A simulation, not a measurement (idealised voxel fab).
process module | voxel gate over fins
The figure presents cross-section cut, which has a width of 230 nm and is divided into square cells with an edge length of 5 nm.
Cross-sections here: square-cell grids, written as top-down lists of bands, a band being one or more rows of cells. What a band's entry tells you: where the top is and where the bottom is, as heights in nm, and after that what lies inside, material by material from left to right, each with its width in nm. Empty space is written as the word "air", and a single material marked with the word "all across" occupies the band from edge to edge. For the purposes of this specification, 0 denotes the height below which the wafer in its as-received condition is composed wholly of one material, and the lowermost band, lacking a lower limit, extends downward without end, as expressed in "z 0 and below". A width given as "30->40" starts at the first number in the band's top row and ends at the second number in its bottom row, shifting by an equal amount at every step from row to row. When a step is marked "same as before", none of the cells in the cross-section changed during that step. The entry "Cavities, closed" lists the empty spaces that cover at least 8 cells and have no open path to the top. Each is written as width x height at distance, where the distance is measured from the left edge and all three values are in nm. Anything after a step's settings on that line? It's the simulator's own note about the step. Regarding "overlay nm": on a step with a mask, it is the distance the mask lay to the right of its planned place; a negative value places it to the left.
[plan]
1 op RECEIVE | material Si
2 op CONFORMAL_DEP | material SiN | thk nm 10
3 op PATTERN | tone cover | mask id FINS | material resist | width nm 15 | pitch nm 40 | thk nm 15 | overlay nm 0
4 op DIRECTIONAL_ETCH | etch materials SiN | depth nm 10
5 op DIRECTIONAL_ETCH | etch materials Si | depth nm 35
6 op STRIP | etch materials resist
7 op FILL_DEP | material SiO2 | thk nm 5
8 op CMP | height nm 10
9 op SELECTIVE_ETCH | etch materials SiO2 | depth nm 20
10 op STRIP | etch materials SiN
11 op CONFORMAL_DEP | material HfO2 | thk nm 5
12 op CONFORMAL_DEP | material TiN | thk nm 5
13 op CONFORMAL_DEP | material TiAl | thk nm 5
14 op CONFORMAL_DEP | material TiN | thk nm 5
15 op FILL_DEP | material W | thk nm 15
16 op CMP | height nm 30
17 op CONFORMAL_DEP | material SiCN | thk nm 5
[First wafer, two in total, run as planned]
[Wafer at receipt (post step 1), cross-section]
z 0 and below | Si all across
Cavities, closed: none
[How the wafer stands in section after step 2]
z 10 to 0 | SiN all across
Under the height 0 nothing was changed.
[How the wafer stands in section after step 3]
z 25 to 10 | 65 air | 15 resist | 25 air | 15 resist | 25 air | 15 resist | 70 air
Under the height 10 nothing was changed.
[How the wafer stands in section after step 4]
z 25 to 10 | 65 air | 15 resist | 25 air | 15 resist | 25 air | 15 resist | 70 air
z 10 to 0 | 65 air | 15 SiN | 25 air | 15 SiN | 25 air | 15 SiN | 70 air
Under the height 0 nothing was changed.
[How the wafer stands in section after step 5]
z 25 to 10 | 65 air | 15 resist | 25 air | 15 resist | 25 air | 15 resist | 70 air
z 10 to 0 | 65 air | 15 SiN | 25 air | 15 SiN | 25 air | 15 SiN | 70 air
z 0 to -35 | 65 air | 15 Si | 25 air | 15 Si | 25 air | 15 Si | 70 air
Under the height -35 nothing was changed.
[How the wafer stands in section after step 6]
z 10 to 0 | 65 air | 15 SiN | 25 air | 15 SiN | 25 air | 15 SiN | 70 air
Under the height 0 nothing was changed.
[How the wafer stands in section after step 7]
z 15 to 10 | SiO2 all across
z 10 to 0 | 65 SiO2 | 15 SiN | 25 SiO2 | 15 SiN | 25 SiO2 | 15 SiN | 70 SiO2
z 0 to -35 | 65 SiO2 | 15 Si | 25 SiO2 | 15 Si | 25 SiO2 | 15 Si | 70 SiO2
Under the height -35 nothing was changed.
[How the wafer stands in section after step 8]
z 10 to 0 | 65 SiO2 | 15 SiN | 25 SiO2 | 15 SiN | 25 SiO2 | 15 SiN | 70 SiO2
Under the height 0 nothing was changed.
[How the wafer stands in section after step 9]
z 10 to 0 | 65 air | 15 SiN | 25 air | 15 SiN | 25 air | 15 SiN | 70 air
z 0 to -10 | 65 air | 15 Si | 25 air | 15 Si | 25 air | 15 Si | 70 air
Under the height -10 nothing was changed.
[How the wafer stands in section after step 10]
z 0 to -10 | 65 air | 15 Si | 25 air | 15 Si | 25 air | 15 Si | 70 air
Under the height -10 nothing was changed.
[How the wafer stands in section after step 11]
z 5 to 0 | 60 air | 25 HfO2 | 15 air | 25 HfO2 | 15 air | 25 HfO2 | 65 air
z 0 to -5 | 60 air | 5 HfO2 | 15 Si | 5 HfO2 | 15 air | 5 HfO2 | 15 Si | 5 HfO2 | 15 air | 5 HfO2 | 15 Si | 5 HfO2 | 65 air
z -5 to -10 | 65 HfO2 | 15 Si | 25 HfO2 | 15 Si | 25 HfO2 | 15 Si | 70 HfO2
Under the height -10 nothing was changed.
[How the wafer stands in section after step 12]
z 10 to 5 | 55 air | 35 TiN | 5 air | 35 TiN | 5 air | 35 TiN | 60 air
z 5 to 0 | 55 air | 5 TiN | 25 HfO2 | 5 TiN | 5 air | 5 TiN | 25 HfO2 | 5 TiN | 5 air | 5 TiN | 25 HfO2 | 5 TiN | 60 air
z 0 to -5 | 60 TiN | 5 HfO2 | 15 Si | 5 HfO2 | 15 TiN | 5 HfO2 | 15 Si | 5 HfO2 | 15 TiN | 5 HfO2 | 15 Si | 5 HfO2 | 65 TiN
Under the height -5 nothing was changed.
[How the wafer stands in section after step 13]
z 15 to 10 | 50 air | 125 TiAl | 55 air
z 10 to 5 | 50 air | 5 TiAl | 35 TiN | 5 TiAl | 35 TiN | 5 TiAl | 35 TiN | 5 TiAl | 55 air
z 5 to 0 | 55 TiAl | 5 TiN | 25 HfO2 | 5 TiN | 5 TiAl | 5 TiN | 25 HfO2 | 5 TiN | 5 TiAl | 5 TiN | 25 HfO2 | 5 TiN | 60 TiAl
Under the height 0 nothing was changed.
[How the wafer stands in section after step 14]
z 20 to 15 | 45 air | 135 TiN | 50 air
z 15 to 10 | 45 air | 5 TiN | 125 TiAl | 5 TiN | 50 air
z 10 to 5 | 50 TiN | 5 TiAl | 35 TiN | 5 TiAl | 35 TiN | 5 TiAl | 35 TiN | 5 TiAl | 55 TiN
Under the height 5 nothing was changed.
[How the wafer stands in section after step 15]
z 35 to 20 | W all across
z 20 to 15 | 45 W | 135 TiN | 50 W
z 15 to 10 | 45 W | 5 TiN | 125 TiAl | 5 TiN | 50 W
Under the height 10 nothing was changed.
[How the wafer stands in section after step 16]
z 30 to 20 | W all across
Under the height 20 nothing was changed.
[How the wafer stands in section after step 17]
z 35 to 30 | SiCN all across
Under the height 30 nothing was changed.
[Now the other wafer: same start, same recipe, but we messed up one thing when running it. Up to and including step 12 it's the same as the first one]
[Cross-section of the second wafer when, according to plan, step 13 should have finished]
z 25 to 15 | 40 air | 145 TiAl | 45 air
z 15 to 10 | TiAl all across
z 10 to 5 | 55 TiAl | 35 TiN | 5 TiAl | 35 TiN | 5 TiAl | 35 TiN | 60 TiAl
z 5 to 0 | 55 TiAl | 5 TiN | 25 HfO2 | 5 TiN | 5 TiAl | 5 TiN | 25 HfO2 | 5 TiN | 5 TiAl | 5 TiN | 25 HfO2 | 5 TiN | 60 TiAl
Under the height 0 nothing was changed.
[Cross-section of the second wafer when, according to plan, step 14 should have finished]
z 30 to 25 | 35 air | 155 TiN | 40 air
z 25 to 20 | 35 air | 5 TiN | 145 TiAl | 5 TiN | 40 air
z 20 to 15 | 40 TiN | 145 TiAl | 45 TiN
Under the height 15 nothing was changed.
[Cross-section of the second wafer when, according to plan, step 15 should have finished]
z 45 to 30 | W all across
z 30 to 25 | 35 W | 155 TiN | 40 W
z 25 to 20 | 35 W | 5 TiN | 145 TiAl | 5 TiN | 40 W
Under the height 20 nothing was changed.
[Cross-section of the second wafer when, according to plan, step 16 should have finished]
z 30 to 25 | 35 W | 155 TiN | 40 W
Under the height 25 nothing was changed.
[Cross-section of the second wafer when, according to plan, step 17 should have finished]
z 35 to 30 | SiCN all across
Under the height 30 nothing was changed.
Run error: step 13 did not use the planned setting and instead ran as op CONFORMAL_DEP | material TiAl | thk nm 15
Materials where the second wafer ends with more or fewer cells than the first: TiAl +100, W -100
